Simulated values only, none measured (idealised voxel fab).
This section sets out a process module, namely voxel air gaps.
For reference, the cross-section in this document is cut, with width 270 nm and square cells of 5 nm.
Reading order for cross-sections: top band down to bottom band. Underlying form: a grid of square cells. Band size: one or more rows of cells.
The band entry comprises the height of the band's top followed by the height of its bottom, expressed in nm, and subsequently the band's materials from left to right, each stated together with its width in nm. Where a single material is marked with the word "full width", that material fills the band from edge to edge. The word "air" represents empty space.
Basically, 0 is our baseline, since under it the wafer straight out of the box is all one material. The bottom band has no lower end and keeps on going down, so it looks like "0..down".
The two numbers in a width such as "30->40" mark its ends across the band: the first belongs to the top row of cells, the second to the bottom row, and from each row to the next the width moves by the same amount.
Key: "same as before" - step with no changed cell in the cross-section.
Empty spaces without an open route to the top, at least 8 cells in extent, make up the entry "Enclosed void catalog"; each is given as width x height at distance, where the distance is measured from the left edge, and all are in nm.
Heads up: the bit after the settings on a step's line is the simulator's remark on that step.
overlay nm: right-of-plan distance of the mask on a masked step; negative values mean left-of-plan.
Planned step list for the process:
1: RECEIVE: material Si
2: CONFORMAL_DEP: material SiO2, thk nm 15
3: CONFORMAL_DEP: material SiCN, thk nm 5
4: DIRECTIONAL_DEP: material lowk, thk nm 30
5: PATTERN: tone open, mask id LINES, material resist, width nm 25, pitch nm 50, thk nm 15, overlay nm 0
6: DIRECTIONAL_ETCH: etch materials lowk, depth nm 30
7: STRIP: etch materials resist
8: CONFORMAL_DEP: material TiN, thk nm 5
9: FILL_DEP: material W, thk nm 5
10: CMP: height nm 50
11: EPI: material Ru, thk nm 10
12: SELECTIVE_ETCH: etch materials lowk, depth nm 40
13: CONFORMAL_DEP: material SiCN, thk nm 5
Step 1 complete: cross-section of the wafer as received:
> 0..down | Si full width
> Enclosed void catalog: none
First wafer of two, sectioned at end of module; run went per plan:
> 65..60 | 55 of air; 155 of SiCN; 60 of air
> 60..50 | 55 of air; 5 of SiCN; 45 of Ru; 5 of SiCN; 45 of Ru; 5 of SiCN; 45 of Ru; 5 of SiCN; 60 of air
> 50..45 | 55 of air; 15 of SiCN; 5 of TiN; 15 of W; 5 of TiN; 25 of SiCN; 5 of TiN; 15 of W; 5 of TiN; 25 of SiCN; 5 of TiN; 15 of W; 5 of TiN; 15 of SiCN; 60 of air
> 45..25 | 65 of air; 5 of SiCN; 5 of TiN; 15 of W; 5 of TiN; 5 of SiCN; 15 of air; 5 of SiCN; 5 of TiN; 15 of W; 5 of TiN; 5 of SiCN; 15 of air; 5 of SiCN; 5 of TiN; 15 of W; 5 of TiN; 5 of SiCN; 70 of air
> 25..20 | 70 of SiCN; 25 of TiN; 25 of SiCN; 25 of TiN; 25 of SiCN; 25 of TiN; 75 of SiCN
> 20..15 | SiCN full width
> 15..0 | SiO2 full width
> 0..down | Si full width
> Enclosed void catalog: 15 x 20 at 100; 15 x 20 at 150
Same start, same plan as the first wafer - but one mistake in the run. Cross-section of the second of the two at the end of the module:
> 75..70 | 45 of air; 175 of SiCN; 50 of air
> 70..50 | 45 of air; 5 of SiCN; 165 of Ru; 5 of SiCN; 50 of air
> 50..45 | 45 of air; 25 of SiCN; 5 of TiN; 15 of W; 5 of TiN; 25 of lowk; 5 of TiN; 15 of W; 5 of TiN; 25 of lowk; 5 of TiN; 15 of W; 5 of TiN; 25 of SiCN; 50 of air
> 45..25 | 65 of air; 5 of SiCN; 5 of TiN; 15 of W; 5 of TiN; 25 of lowk; 5 of TiN; 15 of W; 5 of TiN; 25 of lowk; 5 of TiN; 15 of W; 5 of TiN; 5 of SiCN; 70 of air
> 25..20 | 70 of SiCN; 25 of TiN; 25 of lowk; 25 of TiN; 25 of lowk; 25 of TiN; 75 of SiCN
> 20..15 | SiCN full width
> 15..0 | SiO2 full width
> 0..down | Si full width
> Enclosed void catalog: none
Against the plan, the run slipped here: step 11 of the plan was carried out twice
End check, counted in cells, second wafer has more or fewer of these materials than the first: Ru: 78 more; SiCN: 28 fewer; lowk: 60 more
Quick summary for you: first wafer finishes at 2 closed voids, second at 0.
